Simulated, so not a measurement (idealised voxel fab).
The following is a process module called voxel plated lines.
Displayed cross-section: cut, width of 230 nm, square cells sized 5 nm.
Think of the cross-section as a grid of square cells. We describe it in bands, top to bottom, and each band covers one or more rows of those cells. The band entry comprises the height of the band's top followed by the height of its bottom, expressed in nm, and subsequently the band's materials from left to right, each stated together with its width in nm. Where a single material is marked with the word "full width", that material fills the band from edge to edge. The word "air" represents empty space. The reference from which all heights are counted is 0, the level beneath which the as-received wafer is entirely one material; the lowest band, having no lower bound, proceeds downward and is written after the example "top 0, no bottom". The notation "30->40" denotes a width that varies across the rows of cells in the band, beginning at the first number in the top row, finishing at the second number in the bottom row, and changing by an identical amount from each row to the next. "no change occurred", as given for a step, is the statement that not any cell of the cross-section underwent a change during that step. In "Listed closed voids" the enclosed voids are listed, meaning empty spaces of 8 cells or larger without any opening to the top. The form is width x height at distance, distance from the left edge, units nm. On each step's line, the part that comes after the settings is the simulator's own comment on the step. Each step line may optionally specify "overlay nm", which for a step with a mask gives the rightward distance between the mask's planned place and where it lay, a negative value indicating the leftward direction.

-- Below is the list of planned process steps
- 1: RECEIVE, material Si
- 2: CONFORMAL_DEP, material Al2O3, thk nm 5
- 3: DIRECTIONAL_DEP, material TiN, thk nm 5
- 4: PATTERN, tone open, mask id LINES, material resist, width nm 20, pitch nm 50, thk nm 25, overlay nm -15
- 5: EPI, material Ru, thk nm 5
- 6: EPI, material Ru, thk nm 10
- 7: STRIP, etch materials resist
- 8: DIRECTIONAL_ETCH, etch materials TiN, depth nm 5
- 9: CONFORMAL_DEP, material SiN, thk nm 5
varied across the wafers: overlay nm of step 4. The plan shows the first wafer's value. All wafers start alike

-- So this is the first of several wafers, cross-sectioned as it came to us, meaning it's at the end of step 1
- top 0, no bottom | Si full width
- Listed closed voids: none

-- After the module's final step, step 9: the first of several wafers in cross-section
- top 30, bottom 25 | air: 35, SiN: 30, air: 20, SiN: 30, air: 20, SiN: 30, air: 65
- top 25, bottom 10 | air: 35, SiN: 5, Ru: 20, SiN: 5, air: 20, SiN: 5, Ru: 20, SiN: 5, air: 20, SiN: 5, Ru: 20, SiN: 5, air: 65
- top 10, bottom 5 | SiN: 40, TiN: 20, SiN: 30, TiN: 20, SiN: 30, TiN: 20, SiN: 70
- top 5, bottom 0 | Al2O3 full width
- top 0, no bottom | Si full width
- Listed closed voids: none

-- The final wafer, sectioned at module end
- top 30, bottom 25 | air: 65, SiN: 30, air: 20, SiN: 30, air: 20, SiN: 30, air: 35
- top 25, bottom 10 | air: 65, SiN: 5, Ru: 20, SiN: 5, air: 20, SiN: 5, Ru: 20, SiN: 5, air: 20, SiN: 5, Ru: 20, SiN: 5, air: 35
- top 10, bottom 5 | SiN: 70, TiN: 20, SiN: 30, TiN: 20, SiN: 30, TiN: 20, SiN: 40
- top 5, bottom 0 | Al2O3 full width
- top 0, no bottom | Si full width
- Listed closed voids: none

-- Every row in this table is a wafer at the end of the module, and it gives, for each of the materials, the cells that wafer has gained (+) or lost (-) since it was received, then its closed voids
overlay nm -15; +46 Al2O3; +36 Ru; +70 SiN; +12 TiN; Listed closed voids: none
overlay nm -10; +46 Al2O3; +36 Ru; +70 SiN; +12 TiN; Listed closed voids: none
overlay nm -5; +46 Al2O3; +36 Ru; +70 SiN; +12 TiN; Listed closed voids: none
overlay nm 0; +46 Al2O3; +36 Ru; +70 SiN; +12 TiN; Listed closed voids: none
overlay nm 5; +46 Al2O3; +36 Ru; +70 SiN; +12 TiN; Listed closed voids: none
overlay nm 10; +46 Al2O3; +36 Ru; +70 SiN; +12 TiN; Listed closed voids: none
overlay nm 15; +46 Al2O3; +36 Ru; +70 SiN; +12 TiN; Listed closed voids: none
